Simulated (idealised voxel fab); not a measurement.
The following process module bears the name voxel wiring stack.
cross-section cut | 215 nm wide | cells 5 nm
Cross-section format: a grid of square cells, given as bands from top to bottom; each band is one or more rows of cells.
Basically the band line says how high the top is and how high the bottom is, in nm, and then what's in it from left to right, every material with its width in nm. Empty space shows up as "empty", and if a single material carries "all across" it runs the full band edge to edge.
The level at which height equals 0 is the one under which the wafer, as it arrives, is entirely one material. No lower edge exists for the bottom band, which continues downward and is notated as in "0 down".
The notation "30->40" denotes a width that varies across the rows of cells in the band, beginning at the first number in the top row, finishing at the second number in the bottom row, and changing by an identical amount from each row to the next.
It should be understood that the words "everything unchanged", when stated for a given step, signify that the cross-section underwent no change in any of its cells during that step.
Enclosed voids (no open way to top), threshold 8 cells or more, entry "Closed-off voids", notation width x height at distance, distance from left edge, nm.
Whatever follows a step's settings on its line is a remark the simulator itself makes about that step.
overlay nm: for a step with a mask, the amount by which the mask lay right of where it was planned; a negative amount means left of it.

THE FOLLOWING LIST GIVES THE PLANNED PROCESS STEPS
- 1: RECEIVE, material Si
- 2: CONFORMAL_DEP, material SiO2, thk nm 15
- 3: DIRECTIONAL_DEP, material TiN, thk nm 5
- 4: DIRECTIONAL_DEP, material W, thk nm 25
- 5: PATTERN, tone cover, mask id METAL_1, material resist, width nm 25, pitch nm 40, thk nm 15, overlay nm 0
- 6: DIRECTIONAL_ETCH, etch materials W, depth nm 25
- 7: DIRECTIONAL_ETCH, etch materials TiN, depth nm 5
- 8: STRIP, etch materials resist
- 9: FILL_DEP, material lowk, thk nm 10
- 10: CMP, height nm 45
- 11: CONFORMAL_DEP, material SiCN, thk nm 5
- 12: DIRECTIONAL_DEP, material SiO2, thk nm 30
- 13: DIRECTIONAL_DEP, material aC, thk nm 10
- 14: PATTERN, tone open, mask id METAL_2, material resist, width nm 25, pitch nm 40, thk nm 25, overlay nm 0
- 15: DIRECTIONAL_ETCH, etch materials aC, depth nm 10
- 16: STRIP, etch materials resist
- 17: DIRECTIONAL_ETCH, etch materials SiO2, depth nm 15
- 18: STRIP, etch materials aC
- 19: MASKED_ETCH, tone open, mask id METAL_2_HOLES, width nm 15, pitch nm 40, etch materials SiO2, depth nm 15, overlay nm 0
- 20: MASKED_ETCH, tone open, mask id METAL_2_HOLES, width nm 15, pitch nm 40, etch materials SiCN, depth nm 5, overlay nm 0
- 21: CONFORMAL_DEP, material TiN, thk nm 5
- 22: FILL_DEP, material Cu, thk nm 10
- 23: CMP, height nm 80
- 24: CONFORMAL_DEP, material SiN, thk nm 5

CROSS-SECTION OF THE WAFER AT RECEIPT, WHICH IS THE CONDITION AFTER STEP 1
- 0 down  Si all across
- Closed-off voids: none

END-OF-MODULE CROSS-SECTION. STARTING STRUCTURE AND PROCESS PLAN AS ABOVE; ONE MISTAKE MADE IN RUNNING IT
- 85 to 80  SiN all across
- 80 to 75  SiCN=35, TiN=15, SiCN=25, TiN=15, SiCN=25, TiN=15, SiCN=25, TiN=15, SiCN=45
- 75 to 45  SiCN all across
- 45 to 20  lowk=35, W=25, lowk=15, W=25, lowk=15, W=25, lowk=15, W=25, lowk=35
- 20 to 15  lowk=35, TiN=25, lowk=15, TiN=25, lowk=15, TiN=25, lowk=15, TiN=25, lowk=35
- 15 to 0  SiO2 all across
- 0 down  Si all across
- Closed-off voids: none
Nonconformance to the process plan: off-plan run, step 12, actual operation and settings DIRECTIONAL_DEP, material SiCN, thk nm 30
